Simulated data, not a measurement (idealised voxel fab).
Documented hereafter: the process module known as voxel plated lines.
The figure presents cross-section cut, which has a width of 155 nm and is divided into square cells with an edge length of 5 nm.
How to read a cross-section here: the picture is a grid of square cells, written as bands going from the top down, and any band can span one or more rows of cells. Quick guide to a band line: top height, bottom height (nm) up front; then every material left to right with its width in nm. Only one material and it's marked "throughout"? Then it fills the band edge to edge. And "blank" just means empty space. Measure heights from 0. That's the level where, below it, the as-received wafer is all one material. The lowest band is bottomless and extends downward; write it as in "z 0 and below". Quick explanation for "30 to 40": the width changes in equal steps down the rows of cells, from the first number in the band's top row to the second number in its bottom row. Basically "no change" means that step didn't change any cell in the cross-section. The entry titled "Voids, sealed" provides the empty spaces that have no open way to the top, restricted to those of 8 cells or more. Each is presented as width x height at distance, the distance being measured from the left edge, with all three in nm. Heads up: the bit after the settings on a step's line is the simulator's remark on that step. overlay nm: for a step with a mask, the amount by which the mask lay right of where it was planned; a negative amount means left of it.

LIST OF PLANNED PROCESS STEPS
| 1 | RECEIVE: material Si |
| 2 | CONFORMAL_DEP: material SiN, thk nm 15 |
| 3 | DIRECTIONAL_DEP: material TiN, thk nm 5 |
| 4 | PATTERN: tone open, mask id LINES, material resist, width nm 25, pitch nm 40, thk nm 25, overlay nm 0 |
| 5 | EPI: material Ru, thk nm 10 |
| 6 | EPI: material Ru, thk nm 5 |
| 7 | STRIP: etch materials resist |
| 8 | DIRECTIONAL_ETCH: etch materials TiN, depth nm 5 |
| 9 | CONFORMAL_DEP: material SiO2, thk nm 10 |

WAFER AT RECEIPT (POST STEP 1), CROSS-SECTION
> z 0 and below | Si throughout
> Voids, sealed: none

AS-PLANNED RUN: CROSS-SECTION OF THE FIRST OF TWO WAFERS AT END OF MODULE
> z 45 to 35 | 35 nm blank, 85 nm SiO2, 35 nm blank
> z 35 to 25 | 35 nm blank, 10 nm SiO2, 25 nm Ru, 15 nm SiO2, 25 nm Ru, 10 nm SiO2, 35 nm blank
> z 25 to 20 | 45 nm SiO2, 25 nm Ru, 15 nm SiO2, 25 nm Ru, 45 nm SiO2
> z 20 to 15 | 45 nm SiO2, 25 nm TiN, 15 nm SiO2, 25 nm TiN, 45 nm SiO2
> z 15 to 0 | SiN throughout
> z 0 and below | Si throughout
> Voids, sealed: none

SECOND WAFER THROUGH THE MODULE, SECTIONED AT THE END: SAME BEGINNING AND SAME PLAN AS THE FIRST WAFER, WITH ONE MISTAKE IN CARRYING IT OUT
> z 35 to 20 | 45 nm blank, 25 nm Ru, 15 nm blank, 25 nm Ru, 45 nm blank
> z 20 to 15 | 45 nm blank, 25 nm TiN, 15 nm blank, 25 nm TiN, 45 nm blank
> z 15 to 0 | SiN throughout
> z 0 and below | Si throughout
> Voids, sealed: none
Which mistake was made when the wafer was run? step 9 of the plan was bypassed and not carried out
Once processing is complete, comparing cell counts shows that the second wafer has more or fewer of certain materials than the first: SiO2 -90
